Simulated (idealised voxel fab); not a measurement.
Process module name: voxel transistor to metal
It is cross-section cut that appears here, measuring 180 nm in width, its square cells being 5 nm in size.
Cross-sections here: square-cell grids, written as top-down lists of bands, a band being one or more rows of cells. Look at the band entry: it leads with the top's height and the bottom's height in nm. Then it lists the materials left to right, with a width in nm for each. The word "throughout" on a single material says that material fills the band edge to edge. The word "empty" is empty space. Counting heights begins at 0, where everything beneath is, in the wafer as received, one material. The lowest band has no bottom; it goes on downwards, as "0 nm and below" shows. You'd read "30->40" like this: the band's top row of cells is as wide as the first number, its bottom row is as wide as the second, and going down, every row changes width by the same amount as the row before did. When a step is marked "all unchanged", none of the cells in the cross-section changed during that step. Entry "Closed void register". Content: empty spaces with no open connection to the top, size 8 cells or greater. Each: width x height at distance. Distance: from left edge. Unit: nm. Read whatever lies past the settings on a step's line as the simulator's own remark about the step. "overlay nm" denotes, for a step that has a mask, the displacement of the mask to the right of its planned place, with negative values corresponding to the left. Pairs from here to the end. Each: cross-section before one process step, cross-section after it, the latter only as far down as the lowest band that changed. Under each: the step between, and its settings. Mind that the pairs may be taken from different runs of this module on the same starting wafer; whether a pair continues from the pair above depends on its entry headed "Geometry before processing", and it does only where that entry says so.
# Geometry before processing
- 130 nm to 115 nm | 45 of aC, then 15 of empty, then 60 of aC, then 15 of empty, then 45 of aC
- 115 nm to 110 nm | 45 of SiO2, then 15 of empty, then 60 of SiO2, then 15 of empty, then 45 of SiO2
- 110 nm to 95 nm | 45 of SiO2, then 15 of aC, then 60 of SiO2, then 15 of aC, then 45 of SiO2
- 95 nm to 80 nm | SiO2 throughout
- 80 nm to 75 nm | SiCN throughout
- 75 nm to 65 nm | 45 of SiO2, then 5 of TiN, then 5 of Cu, then 5 of TiN, then 60 of SiO2, then 5 of TiN, then 5 of Cu, then 5 of TiN, then 45 of SiO2
- 65 nm to 60 nm | 45 of SiCN, then 15 of TiN, then 60 of SiCN, then 15 of TiN, then 45 of SiCN
- 60 nm to 50 nm | SiCN throughout
- 50 nm to 40 nm | 45 of SiO2, then 5 of TiN, then 20 of Ru, then 5 of TiN, then 30 of SiO2, then 5 of TiN, then 20 of Ru, then 5 of TiN, then 45 of SiO2
- 40 nm to 30 nm | 45 of SiO2, then 5 of TiN, then 20 of Ru, then 5 of TiN, then 5 of SiN, then 20 of SiCN, then 5 of SiN, then 5 of TiN, then 20 of Ru, then 5 of TiN, then 45 of SiO2
- 30 nm to 5 nm | 45 of SiO2, then 5 of TiN, then 20 of Ru, then 5 of TiN, then 5 of SiN, then 20 of polySi, then 5 of SiN, then 5 of TiN, then 20 of Ru, then 5 of TiN, then 45 of SiO2
- 5 nm to 0 nm | 45 of SiO2, then 5 of TiN, then 15 of Ru, then 10 of TiN, then 5 of SiN, then 20 of polySi, then 5 of SiN, then 10 of TiN, then 15 of Ru, then 5 of TiN, then 45 of SiO2
- 0 nm to -5 nm | 45 of SiO2, then 25 of TiN, then 5 of pSi, then 30 of SiO2, then 5 of pSi, then 25 of TiN, then 45 of SiO2
- -5 nm to -10 nm | 40 of SiO2, then 35 of pSi, then 30 of Si, then 35 of pSi, then 40 of SiO2
- -10 nm to -25 nm | 40 of SiO2, then 100 of Si, then 40 of SiO2
- -25 nm and below | Si throughout
- Closed void register: none
# Sectional View, Post-Process
- 160 nm to 130 nm | 45 of resist, then 15 of empty, then 60 of resist, then 15 of empty, then 45 of resist
- Note: structure below 130 unchanged.
- Closed void register: none
the step between: PATTERN,tone open,mask id METAL_2_HOLES,material resist,width nm 15,pitch nm 75,thk nm 30,overlay nm 0
Geometry before processing: taken from the pair above, after panel.
# Sectional View, Post-Process
- 145 nm to 130 nm | 45 of resist, then 15 of empty, then 60 of resist, then 15 of empty, then 45 of resist
- 130 nm to 115 nm | 45 of aC, then 15 of empty, then 60 of aC, then 15 of empty, then 45 of aC
- 115 nm to 95 nm | 45 of SiO2, then 15 of empty, then 60 of SiO2, then 15 of empty, then 45 of SiO2
- Note: structure below 95 unchanged.
- Closed void register: none
the step between: DIRECTIONAL_ETCH,etch materials aC,depth nm 15
Geometry before processing: taken from the pair above, after panel.
# Sectional View, Post-Process
- 130 nm to 115 nm | 45 of aC, then 15 of empty, then 60 of aC, then 15 of empty, then 45 of aC
- Note: structure below 115 unchanged.
- Closed void register: none
the step between: STRIP,etch materials resist
Geometry before processing: taken from the pair above, after panel.
# Sectional View, Post-Process
- 130 nm to 115 nm | 45 of aC, then 15 of empty, then 60 of aC, then 15 of empty, then 45 of aC
- 115 nm to 80 nm | 45 of SiO2, then 15 of empty, then 60 of SiO2, then 15 of empty, then 45 of SiO2
- Note: structure below 80 unchanged.
- Closed void register: none
the step between: DIRECTIONAL_ETCH,etch materials SiO2,depth nm 15
Geometry before processing: taken from the pair above, after panel.
# Sectional View, Post-Process
- 130 nm to 115 nm | 45 of aC, then 15 of empty, then 60 of aC, then 15 of empty, then 45 of aC
- 115 nm to 80 nm | 45 of SiO2, then 15 of empty, then 60 of SiO2, then 15 of empty, then 45 of SiO2
- 80 nm to 75 nm | 45 of SiCN, then 15 of empty, then 60 of SiCN, then 15 of empty, then 45 of SiCN
- Note: structure below 75 unchanged.
- Closed void register: none
the step between: DIRECTIONAL_ETCH,etch materials SiCN,depth nm 5
Geometry before processing: taken from the pair above, after panel.
# Sectional View, Post-Process
- 115 nm to 80 nm | 45 of SiO2, then 15 of empty, then 60 of SiO2, then 15 of empty, then 45 of SiO2
- Note: structure below 80 unchanged.
- Closed void register: none
the step between: STRIP,etch materials aC
Geometry before processing: taken from the pair above, after panel.
# Sectional View, Post-Process
- 120 nm to 115 nm | 50 of TiN, then 5 of empty, then 70 of TiN, then 5 of empty, then 50 of TiN
- 115 nm to 80 nm | 45 of SiO2, then 5 of TiN, then 5 of empty, then 5 of TiN, then 60 of SiO2, then 5 of TiN, then 5 of empty, then 5 of TiN, then 45 of SiO2
- 80 nm to 75 nm | 45 of SiCN, then 15 of TiN, then 60 of SiCN, then 15 of TiN, then 45 of SiCN
- Note: structure below 75 unchanged.
- Closed void register: none
the step between: CONFORMAL_DEP,material TiN,thk nm 5
Geometry before processing: taken from the pair above, after panel.
# Sectional View, Post-Process
- 125 nm to 120 nm | Ru throughout
- 120 nm to 115 nm | 50 of TiN, then 5 of Ru, then 70 of TiN, then 5 of Ru, then 50 of TiN
- 115 nm to 80 nm | 45 of SiO2, then 5 of TiN, then 5 of Ru, then 5 of TiN, then 60 of SiO2, then 5 of TiN, then 5 of Ru, then 5 of TiN, then 45 of SiO2
- Note: structure below 80 unchanged.
- Closed void register: none
the step between: FILL_DEP,material Ru,thk nm 5
Geometry before processing: taken from the pair above, after panel.
# Sectional View, Post-Process
- 115 nm to 80 nm | 45 of SiO2, then 5 of TiN, then 5 of Ru, then 5 of TiN, then 60 of SiO2, then 5 of TiN, then 5 of Ru, then 5 of TiN, then 45 of SiO2
- Note: structure below 80 unchanged.
- Closed void register: none
the step between: CMP,height nm 115
Geometry before processing: taken from the pair above, after panel.
# Sectional View, Post-Process
- 120 nm to 115 nm | SiN throughout
- Note: structure below 115 unchanged.
- Closed void register: none
the step between: CONFORMAL_DEP,material SiN,thk nm 5
# Geometry before processing
- 50 nm to 40 nm | SiO2 throughout
- 40 nm to 30 nm | 75 of SiO2, then 5 of SiN, then 20 of SiCN, then 5 of SiN, then 75 of SiO2
- 30 nm to 0 nm | 75 of SiO2, then 5 of SiN, then 20 of polySi, then 5 of SiN, then 75 of SiO2
- 0 nm to -5 nm | 70 of SiO2, then 5 of pSi, then 30 of SiO2, then 5 of pSi, then 70 of SiO2
- -5 nm to -10 nm | 40 of SiO2, then 35 of pSi, then 30 of Si, then 35 of pSi, then 40 of SiO2
- -10 nm to -25 nm | 40 of SiO2, then 100 of Si, then 40 of SiO2
- -25 nm and below | Si throughout
- Closed void register: none
# Sectional View, Post-Process
- 50 nm to 40 nm | 45 of SiO2, then 35 of empty, then 25 of SiO2, then 35 of empty, then 40 of SiO2
- 40 nm to 30 nm | 45 of SiO2, then 30 of empty, then 5 of SiN, then 20 of SiCN, then 5 of SiN, then 35 of empty, then 40 of SiO2
- 30 nm to 0 nm | 45 of SiO2, then 30 of empty, then 5 of SiN, then 20 of polySi, then 5 of SiN, then 35 of empty, then 40 of SiO2
- 0 nm to -5 nm | 45 of SiO2, then 25 of empty, then 5 of pSi, then 30 of SiO2, then 5 of pSi, then 30 of empty, then 40 of SiO2
- Note: structure below -5 unchanged.
- Closed void register: none
the step between: MASKED_ETCH,tone open,mask id CONTACT,width nm 35,pitch nm 60,etch materials SiO2,depth nm 55,overlay nm 0
Geometry before processing: taken from the pair above, after panel.
# Sectional View, Post-Process
- 55 nm to 50 nm | 50 of TiN, then 25 of empty, then 35 of TiN, then 25 of empty, then 45 of TiN
- 50 nm to 40 nm | 45 of SiO2, then 5 of TiN, then 25->20 of empty, then 5->10 of TiN, then 25 of SiO2, then 5 of TiN, then 25 of empty, then 5 of TiN, then 40 of SiO2
- 40 nm to 30 nm | 45 of SiO2, then 5 of TiN, then 20 of empty, then 5 of TiN, then 5 of SiN, then 20 of SiCN, then 5 of SiN, then 5 of TiN, then 25 of empty, then 5 of TiN, then 40 of SiO2
- 30 nm to 5 nm | 45 of SiO2, then 5 of TiN, then 20 of empty, then 5 of TiN, then 5 of SiN, then 20 of polySi, then 5 of SiN, then 5 of TiN, then 25 of empty, then 5 of TiN, then 40 of SiO2
- 5 nm to 0 nm | 45 of SiO2, then 5 of TiN, then 15 of empty, then 10 of TiN, then 5 of SiN, then 20 of polySi, then 5 of SiN, then 10 of TiN, then 20 of empty, then 5 of TiN, then 40 of SiO2
- 0 nm to -5 nm | 45 of SiO2, then 25 of TiN, then 5 of pSi, then 30 of SiO2, then 5 of pSi, then 30 of TiN, then 40 of SiO2
- Note: structure below -5 unchanged.
- Closed void register: none
the step between: CONFORMAL_DEP,material TiN,thk nm 5
Geometry before processing: taken from the pair above, after panel.
# Sectional View, Post-Process
- 60 nm to 55 nm | Ru throughout
- 55 nm to 50 nm | 50 of TiN, then 25 of Ru, then 35 of TiN, then 25 of Ru, then 45 of TiN
- 50 nm to 40 nm | 45 of SiO2, then 5 of TiN, then 25->20 of Ru, then 5->10 of TiN, then 25 of SiO2, then 5 of TiN, then 25 of Ru, then 5 of TiN, then 40 of SiO2
- 40 nm to 30 nm | 45 of SiO2, then 5 of TiN, then 20 of Ru, then 5 of TiN, then 5 of SiN, then 20 of SiCN, then 5 of SiN, then 5 of TiN, then 25 of Ru, then 5 of TiN, then 40 of SiO2
- 30 nm to 5 nm | 45 of SiO2, then 5 of TiN, then 20 of Ru, then 5 of TiN, then 5 of SiN, then 20 of polySi, then 5 of SiN, then 5 of TiN, then 25 of Ru, then 5 of TiN, then 40 of SiO2
- 5 nm to 0 nm | 45 of SiO2, then 5 of TiN, then 15 of Ru, then 10 of TiN, then 5 of SiN, then 20 of polySi, then 5 of SiN, then 10 of TiN, then 20 of Ru, then 5 of TiN, then 40 of SiO2
- Note: structure below 0 unchanged.
- Closed void register: none
the step between: FILL_DEP,material Ru,thk nm 5
Geometry before processing: taken from the pair above, after panel.
# Sectional View, Post-Process
- 50 nm to 40 nm | 45 of SiO2, then 5 of TiN, then 25->20 of Ru, then 5->10 of TiN, then 25 of SiO2, then 5 of TiN, then 25 of Ru, then 5 of TiN, then 40 of SiO2
- Note: structure below 40 unchanged.
- Closed void register: none
the step between: CMP,height nm 50
Geometry before processing: taken from the pair above, after panel.
# Sectional View, Post-Process
- 55 nm to 50 nm | SiCN throughout
- Note: structure below 50 unchanged.
- Closed void register: none
the step between: CONFORMAL_DEP,material SiCN,thk nm 5
Geometry before processing: taken from the pair above, after panel.
# Sectional View, Post-Process
- 75 nm to 55 nm | SiO2 throughout
- Note: structure below 55 unchanged.
- Closed void register: none
the step between: DIRECTIONAL_DEP,material SiO2,thk nm 20
Geometry before processing: taken from the pair above, after panel.
# Sectional View, Post-Process
- 90 nm to 75 nm | 45 of resist, then 15 of empty, then 60 of resist, then 15 of empty, then 45 of resist
- Note: structure below 75 unchanged.
- Closed void register: none
the step between: PATTERN,tone open,mask id METAL_1,material resist,width nm 15,pitch nm 75,thk nm 15,overlay nm 0
Geometry before processing: taken from the pair above, after panel.
# Sectional View, Post-Process
- 90 nm to 75 nm | 45 of resist, then 15 of empty, then 60 of resist, then 15 of empty, then 45 of resist
- 75 nm to 55 nm | 45 of SiO2, then 15 of empty, then 60 of SiO2, then 15 of empty, then 45 of SiO2
- Note: structure below 55 unchanged.
- Closed void register: none
the step between: DIRECTIONAL_ETCH,etch materials SiO2,depth nm 20
Geometry before processing: taken from the pair above, after panel.
# Sectional View, Post-Process
- 90 nm to 75 nm | 45 of resist, then 15 of empty, then 60 of resist, then 15 of empty, then 45 of resist
- 75 nm to 55 nm | 45 of SiO2, then 15 of empty, then 60 of SiO2, then 15 of empty, then 45 of SiO2
- 55 nm to 50 nm | 45 of SiCN, then 15 of empty, then 60 of SiCN, then 15 of empty, then 45 of SiCN
- Note: structure below 50 unchanged.
- Closed void register: none
the step between: DIRECTIONAL_ETCH,etch materials SiCN,depth nm 5
Geometry before processing: taken from the pair above, after panel.
# Sectional View, Post-Process
- 75 nm to 55 nm | 45 of SiO2, then 15 of empty, then 60 of SiO2, then 15 of empty, then 45 of SiO2
- Note: structure below 55 unchanged.
- Closed void register: none
the step between: STRIP,etch materials resist
Geometry before processing: taken from the pair above, after panel.
# Sectional View, Post-Process
- 80 nm to 75 nm | 50 of TiN, then 5 of empty, then 70 of TiN, then 5 of empty, then 50 of TiN
- 75 nm to 55 nm | 45 of SiO2, then 5 of TiN, then 5 of empty, then 5 of TiN, then 60 of SiO2, then 5 of TiN, then 5 of empty, then 5 of TiN, then 45 of SiO2
- 55 nm to 50 nm | 45 of SiCN, then 15 of TiN, then 60 of SiCN, then 15 of TiN, then 45 of SiCN
- Note: structure below 50 unchanged.
- Closed void register: none
the step between: CONFORMAL_DEP,material TiN,thk nm 5
Geometry before processing: taken from the pair above, after panel.
# Sectional View, Post-Process
- 85 nm to 80 nm | Cu throughout
- 80 nm to 75 nm | 50 of TiN, then 5 of Cu, then 70 of TiN, then 5 of Cu, then 50 of TiN
- 75 nm to 55 nm | 45 of SiO2, then 5 of TiN, then 5 of Cu, then 5 of TiN, then 60 of SiO2, then 5 of TiN, then 5 of Cu, then 5 of TiN, then 45 of SiO2
- Note: structure below 55 unchanged.
- Closed void register: none
the step between: FILL_DEP,material Cu,thk nm 5
Geometry before processing: taken from the pair above, after panel.
# Sectional View, Post-Process
- 75 nm to 55 nm | 45 of SiO2, then 5 of TiN, then 5 of Cu, then 5 of TiN, then 60 of SiO2, then 5 of TiN, then 5 of Cu, then 5 of TiN, then 45 of SiO2
- Note: structure below 55 unchanged.
- Closed void register: none
the step between: CMP,height nm 75
Geometry before processing: taken from the pair above, after panel.
# Sectional View, Post-Process
- 80 nm to 75 nm | SiCN throughout
- Note: structure below 75 unchanged.
- Closed void register: none
the step between: CONFORMAL_DEP,material SiCN,thk nm 5
Geometry before processing: taken from the pair above, after panel.
# Sectional View, Post-Process
- 115 nm to 80 nm | SiO2 throughout
- Note: structure below 80 unchanged.
- Closed void register: none
the step between: DIRECTIONAL_DEP,material SiO2,thk nm 35
Geometry before processing: taken from the pair above, after panel.
# Sectional View, Post-Process
- 130 nm to 115 nm | 45 of resist, then 15 of empty, then 60 of resist, then 15 of empty, then 45 of resist
- Note: structure below 115 unchanged.
- Closed void register: none
the step between: PATTERN,tone open,mask id METAL_2,material resist,width nm 15,pitch nm 75,thk nm 15,overlay nm 0
Geometry before processing: taken from the pair above, after panel.
# Sectional View, Post-Process
- 130 nm to 115 nm | 45 of resist, then 15 of empty, then 60 of resist, then 15 of empty, then 45 of resist
- 115 nm to 95 nm | 45 of SiO2, then 15 of empty, then 60 of SiO2, then 15 of empty, then 45 of SiO2
- Note: structure below 95 unchanged.
- Closed void register: none
the step between: DIRECTIONAL_ETCH,etch materials SiO2,depth nm 20
Geometry before processing: taken from the pair above, after panel.
# Sectional View, Post-Process
- 115 nm to 95 nm | 45 of SiO2, then 15 of empty, then 60 of SiO2, then 15 of empty, then 45 of SiO2
- Note: structure below 95 unchanged.
- Closed void register: none
the step between: STRIP,etch materials resist
Geometry before processing: taken from the pair above, after panel.
# Sectional View, Post-Process
- 130 nm to 115 nm | 45 of aC, then 15 of empty, then 60 of aC, then 15 of empty, then 45 of aC
- 115 nm to 110 nm | 45 of SiO2, then 15 of empty, then 60 of SiO2, then 15 of empty, then 45 of SiO2
- 110 nm to 95 nm | 45 of SiO2, then 15 of aC, then 60 of SiO2, then 15 of aC, then 45 of SiO2
- Note: structure below 95 unchanged.
- Closed void register: none
the step between: DIRECTIONAL_DEP,material aC,thk nm 15
Geometry before processing: taken from the pair above, after panel.
# Sectional View, Post-Process
- 160 nm to 130 nm | 45 of resist, then 15 of empty, then 60 of resist, then 15 of empty, then 45 of resist
- Note: structure below 130 unchanged.
- Closed void register: none
the step between: PATTERN,tone open,mask id METAL_2_HOLES,material resist,width nm 15,pitch nm 75,thk nm 30,overlay nm 0
Geometry before processing: taken from the pair above, after panel.
# Sectional View, Post-Process
- 145 nm to 130 nm | 45 of resist, then 15 of empty, then 60 of resist, then 15 of empty, then 45 of resist
- 130 nm to 115 nm | 45 of aC, then 15 of empty, then 60 of aC, then 15 of empty, then 45 of aC
- 115 nm to 95 nm | 45 of SiO2, then 15 of empty, then 60 of SiO2, then 15 of empty, then 45 of SiO2
- Note: structure below 95 unchanged.
- Closed void register: none
the step between: DIRECTIONAL_ETCH,etch materials aC,depth nm 15
Geometry before processing: taken from the pair above, after panel.
# Sectional View, Post-Process
- 130 nm to 115 nm | 45 of aC, then 15 of empty, then 60 of aC, then 15 of empty, then 45 of aC
- Note: structure below 115 unchanged.
- Closed void register: none
the step between: STRIP,etch materials resist
Geometry before processing: taken from the pair above, after panel.
# Sectional View, Post-Process
- 130 nm to 115 nm | 45 of aC, then 15 of empty, then 60 of aC, then 15 of empty, then 45 of aC
- 115 nm to 80 nm | 45 of SiO2, then 15 of empty, then 60 of SiO2, then 15 of empty, then 45 of SiO2
- Note: structure below 80 unchanged.
- Closed void register: none
the step between: DIRECTIONAL_ETCH,etch materials SiO2,depth nm 15
Geometry before processing: taken from the pair above, after panel.
# Sectional View, Post-Process
- 130 nm to 115 nm | 45 of aC, then 15 of empty, then 60 of aC, then 15 of empty, then 45 of aC
- 115 nm to 80 nm | 45 of SiO2, then 15 of empty, then 60 of SiO2, then 15 of empty, then 45 of SiO2
- 80 nm to 75 nm | 45 of SiCN, then 15 of empty, then 60 of SiCN, then 15 of empty, then 45 of SiCN
- Note: structure below 75 unchanged.
- Closed void register: none
the step between: DIRECTIONAL_ETCH,etch materials SiCN,depth nm 5
Geometry before processing: taken from the pair above, after panel.
# Sectional View, Post-Process
- 115 nm to 80 nm | 45 of SiO2, then 15 of empty, then 60 of SiO2, then 15 of empty, then 45 of SiO2
- Note: structure below 80 unchanged.
- Closed void register: none
the step between: STRIP,etch materials aC
Geometry before processing: taken from the pair above, after panel.
# Sectional View, Post-Process
- 120 nm to 115 nm | 50 of TiN, then 5 of empty, then 70 of TiN, then 5 of empty, then 50 of TiN
- 115 nm to 80 nm | 45 of SiO2, then 5 of TiN, then 5 of empty, then 5 of TiN, then 60 of SiO2, then 5 of TiN, then 5 of empty, then 5 of TiN, then 45 of SiO2
- 80 nm to 75 nm | 45 of SiCN, then 15 of TiN, then 60 of SiCN, then 15 of TiN, then 45 of SiCN
- Note: structure below 75 unchanged.
- Closed void register: none
the step between: CONFORMAL_DEP,material TiN,thk nm 5
Geometry before processing: taken from the pair above, after panel.
# Sectional View, Post-Process
- 125 nm to 120 nm | Ru throughout
- 120 nm to 115 nm | 50 of TiN, then 5 of Ru, then 70 of TiN, then 5 of Ru, then 50 of TiN
- 115 nm to 80 nm | 45 of SiO2, then 5 of TiN, then 5 of Ru, then 5 of TiN, then 60 of SiO2, then 5 of TiN, then 5 of Ru, then 5 of TiN, then 45 of SiO2
- Note: structure below 80 unchanged.
- Closed void register: none
the step between: FILL_DEP,material Ru,thk nm 5
Geometry before processing: taken from the pair above, after panel.
# Sectional View, Post-Process
- 115 nm to 80 nm | 45 of SiO2, then 5 of TiN, then 5 of Ru, then 5 of TiN, then 60 of SiO2, then 5 of TiN, then 5 of Ru, then 5 of TiN, then 45 of SiO2
- Note: structure below 80 unchanged.
- Closed void register: none
the step between: CMP,height nm 115
Geometry before processing: taken from the pair above, after panel.
# Sectional View, Post-Process
- 120 nm to 115 nm | SiN throughout
- Note: structure below 115 unchanged.
- Closed void register: none
the step between: CONFORMAL_DEP,material SiN,thk nm 5
# Geometry before processing
- 50 nm to 40 nm | SiO2 throughout
- 40 nm to 30 nm | 75 of SiO2, then 5 of SiN, then 20 of SiCN, then 5 of SiN, then 75 of SiO2
- 30 nm to 0 nm | 75 of SiO2, then 5 of SiN, then 20 of polySi, then 5 of SiN, then 75 of SiO2
- 0 nm to -5 nm | 70 of SiO2, then 5 of pSi, then 30 of SiO2, then 5 of pSi, then 70 of SiO2
- -5 nm to -10 nm | 40 of SiO2, then 35 of pSi, then 30 of Si, then 35 of pSi, then 40 of SiO2
- -10 nm to -25 nm | 40 of SiO2, then 100 of Si, then 40 of SiO2
- -25 nm and below | Si throughout
- Closed void register: none
# Sectional View, Post-Process
- 50 nm to 40 nm | 55 of SiO2, then 30 of empty, then 30 of SiO2, then 30 of empty, then 35 of SiO2
- 40 nm to 30 nm | 55 of SiO2, then 20 of empty, then 5 of SiN, then 20 of SiCN, then 5 of SiN, then 10 of SiO2, then 30 of empty, then 35 of SiO2
- 30 nm to 0 nm | 55 of SiO2, then 20 of empty, then 5 of SiN, then 20 of polySi, then 5 of SiN, then 10 of SiO2, then 30 of empty, then 35 of SiO2
- 0 nm to -5 nm | 55 of SiO2, then 15 of empty, then 5 of pSi, then 30 of SiO2, then 5 of pSi, then 5 of SiO2, then 30 of empty, then 35 of SiO2
- Note: structure below -5 unchanged.
- Closed void register: none
the step between: MASKED_ETCH,tone open,mask id CONTACT,width nm 30,pitch nm 60,etch materials SiO2,depth nm 55,overlay nm 10
Geometry before processing: taken from the pair above, after panel.
# Sectional View, Post-Process
- 55 nm to 50 nm | 60 of TiN, then 20 of empty, then 40 of TiN, then 20 of empty, then 40 of TiN
- 50 nm to 40 nm | 55 of SiO2, then 5 of TiN, then 20->10 of empty, then 5->15 of TiN, then 30 of SiO2, then 5 of TiN, then 20 of empty, then 5 of TiN, then 35 of SiO2
- 40 nm to 30 nm | 55 of SiO2, then 5 of TiN, then 10 of empty, then 5 of TiN, then 5 of SiN, then 20 of SiCN, then 5 of SiN, then 10 of SiO2, then 5 of TiN, then 20 of empty, then 5 of TiN, then 35 of SiO2
- 30 nm to 5 nm | 55 of SiO2, then 5 of TiN, then 10 of empty, then 5 of TiN, then 5 of SiN, then 20 of polySi, then 5 of SiN, then 10 of SiO2, then 5 of TiN, then 20 of empty, then 5 of TiN, then 35 of SiO2
- 5 nm to 0 nm | 55 of SiO2, then 5 of TiN, then 5 of empty, then 10 of TiN, then 5 of SiN, then 20 of polySi, then 5 of SiN, then 10 of SiO2, then 5 of TiN, then 20 of empty, then 5 of TiN, then 35 of SiO2
- 0 nm to -5 nm | 55 of SiO2, then 15 of TiN, then 5 of pSi, then 30 of SiO2, then 5 of pSi, then 5 of SiO2, then 30 of TiN, then 35 of SiO2
- Note: structure below -5 unchanged.
- Closed void register: none
the step between: CONFORMAL_DEP,material TiN,thk nm 5
Geometry before processing: taken from the pair above, after panel.
# Sectional View, Post-Process
- 60 nm to 55 nm | Ru throughout
- 55 nm to 50 nm | 60 of TiN, then 20 of Ru, then 40 of TiN, then 20 of Ru, then 40 of TiN
- 50 nm to 40 nm | 55 of SiO2, then 5 of TiN, then 20->10 of Ru, then 5->15 of TiN, then 30 of SiO2, then 5 of TiN, then 20 of Ru, then 5 of TiN, then 35 of SiO2
- 40 nm to 30 nm | 55 of SiO2, then 5 of TiN, then 10 of Ru, then 5 of TiN, then 5 of SiN, then 20 of SiCN, then 5 of SiN, then 10 of SiO2, then 5 of TiN, then 20 of Ru, then 5 of TiN, then 35 of SiO2
- 30 nm to 5 nm | 55 of SiO2, then 5 of TiN, then 10 of Ru, then 5 of TiN, then 5 of SiN, then 20 of polySi, then 5 of SiN, then 10 of SiO2, then 5 of TiN, then 20 of Ru, then 5 of TiN, then 35 of SiO2
- 5 nm to 0 nm | 55 of SiO2, then 5 of TiN, then 5 of Ru, then 10 of TiN, then 5 of SiN, then 20 of polySi, then 5 of SiN, then 10 of SiO2, then 5 of TiN, then 20 of Ru, then 5 of TiN, then 35 of SiO2
- Note: structure below 0 unchanged.
- Closed void register: none
the step between: FILL_DEP,material Ru,thk nm 5
Geometry before processing: taken from the pair above, after panel.
# Sectional View, Post-Process
- 50 nm to 40 nm | 55 of SiO2, then 5 of TiN, then 20->10 of Ru, then 5->15 of TiN, then 30 of SiO2, then 5 of TiN, then 20 of Ru, then 5 of TiN, then 35 of SiO2
- Note: structure below 40 unchanged.
- Closed void register: none
the step between: CMP,height nm 50
Geometry before processing: taken from the pair above, after panel.
# Sectional View, Post-Process
- 55 nm to 50 nm | SiCN throughout
- Note: structure below 50 unchanged.
- Closed void register: none
the step between: CONFORMAL_DEP,material SiCN,thk nm 5
Geometry before processing: taken from the pair above, after panel.
# Sectional View, Post-Process
- 75 nm to 55 nm | SiO2 throughout
- Note: structure below 55 unchanged.
- Closed void register: none
the step between: DIRECTIONAL_DEP,material SiO2,thk nm 20
Geometry before processing: taken from the pair above, after panel.
# Sectional View, Post-Process
- 90 nm to 75 nm | 45 of resist, then 15 of empty, then 60 of resist, then 15 of empty, then 45 of resist
- Note: structure below 75 unchanged.
- Closed void register: none
the step between: PATTERN,tone open,mask id METAL_1,material resist,width nm 15,pitch nm 75,thk nm 15,overlay nm 0
Geometry before processing: taken from the pair above, after panel.
# Sectional View, Post-Process
- 90 nm to 75 nm | 45 of resist, then 15 of empty, then 60 of resist, then 15 of empty, then 45 of resist
- 75 nm to 55 nm | 45 of SiO2, then 15 of empty, then 60 of SiO2, then 15 of empty, then 45 of SiO2
- Note: structure below 55 unchanged.
- Closed void register: none
the step between: DIRECTIONAL_ETCH,etch materials SiO2,depth nm 20
Geometry before processing: taken from the pair above, after panel.
# Sectional View, Post-Process
- 90 nm to 75 nm | 45 of resist, then 15 of empty, then 60 of resist, then 15 of empty, then 45 of resist
- 75 nm to 55 nm | 45 of SiO2, then 15 of empty, then 60 of SiO2, then 15 of empty, then 45 of SiO2
- 55 nm to 50 nm | 45 of SiCN, then 15 of empty, then 60 of SiCN, then 15 of empty, then 45 of SiCN
- Note: structure below 50 unchanged.
- Closed void register: none
the step between: DIRECTIONAL_ETCH,etch materials SiCN,depth nm 5
Geometry before processing: taken from the pair above, after panel.
# Sectional View, Post-Process
- 75 nm to 55 nm | 45 of SiO2, then 15 of empty, then 60 of SiO2, then 15 of empty, then 45 of SiO2
- Note: structure below 55 unchanged.
- Closed void register: none
the step between: STRIP,etch materials resist
Geometry before processing: taken from the pair above, after panel.
# Sectional View, Post-Process
- 80 nm to 75 nm | 50 of TiN, then 5 of empty, then 70 of TiN, then 5 of empty, then 50 of TiN
- 75 nm to 55 nm | 45 of SiO2, then 5 of TiN, then 5 of empty, then 5 of TiN, then 60 of SiO2, then 5 of TiN, then 5 of empty, then 5 of TiN, then 45 of SiO2
- 55 nm to 50 nm | 45 of SiCN, then 15 of TiN, then 60 of SiCN, then 15 of TiN, then 45 of SiCN
- Note: structure below 50 unchanged.
- Closed void register: none
the step between: CONFORMAL_DEP,material TiN,thk nm 5
Geometry before processing: taken from the pair above, after panel.
# Sectional View, Post-Process
- 85 nm to 80 nm | Cu throughout
- 80 nm to 75 nm | 50 of TiN, then 5 of Cu, then 70 of TiN, then 5 of Cu, then 50 of TiN
- 75 nm to 55 nm | 45 of SiO2, then 5 of TiN, then 5 of Cu, then 5 of TiN, then 60 of SiO2, then 5 of TiN, then 5 of Cu, then 5 of TiN, then 45 of SiO2
- Note: structure below 55 unchanged.
- Closed void register: none
the step between: FILL_DEP,material Cu,thk nm 5
Geometry before processing: taken from the pair above, after panel.
# Sectional View, Post-Process
- 75 nm to 55 nm | 45 of SiO2, then 5 of TiN, then 5 of Cu, then 5 of TiN, then 60 of SiO2, then 5 of TiN, then 5 of Cu, then 5 of TiN, then 45 of SiO2
- Note: structure below 55 unchanged.
- Closed void register: none
the step between: CMP,height nm 75
Geometry before processing: taken from the pair above, after panel.
# Sectional View, Post-Process
- 80 nm to 75 nm | SiCN throughout
- Note: structure below 75 unchanged.
- Closed void register: none
the step between: CONFORMAL_DEP,material SiCN,thk nm 5
Geometry before processing: taken from the pair above, after panel.
# Sectional View, Post-Process
- 115 nm to 80 nm | SiO2 throughout
- Note: structure below 80 unchanged.
- Closed void register: none
the step between: DIRECTIONAL_DEP,material SiO2,thk nm 35
Geometry before processing: taken from the pair above, after panel.
# Sectional View, Post-Process
- 130 nm to 115 nm | 45 of resist, then 15 of empty, then 60 of resist, then 15 of empty, then 45 of resist
- Note: structure below 115 unchanged.
- Closed void register: none
the step between: PATTERN,tone open,mask id METAL_2,material resist,width nm 15,pitch nm 75,thk nm 15,overlay nm 0
Geometry before processing: taken from the pair above, after panel.
# Sectional View, Post-Process
- 130 nm to 115 nm | 45 of resist, then 15 of empty, then 60 of resist, then 15 of empty, then 45 of resist
- 115 nm to 95 nm | 45 of SiO2, then 15 of empty, then 60 of SiO2, then 15 of empty, then 45 of SiO2
- Note: structure below 95 unchanged.
- Closed void register: none
the step between: DIRECTIONAL_ETCH,etch materials SiO2,depth nm 20
Geometry before processing: taken from the pair above, after panel.
# Sectional View, Post-Process
- 115 nm to 95 nm | 45 of SiO2, then 15 of empty, then 60 of SiO2, then 15 of empty, then 45 of SiO2
- Note: structure below 95 unchanged.
- Closed void register: none
the step between: STRIP,etch materials resist
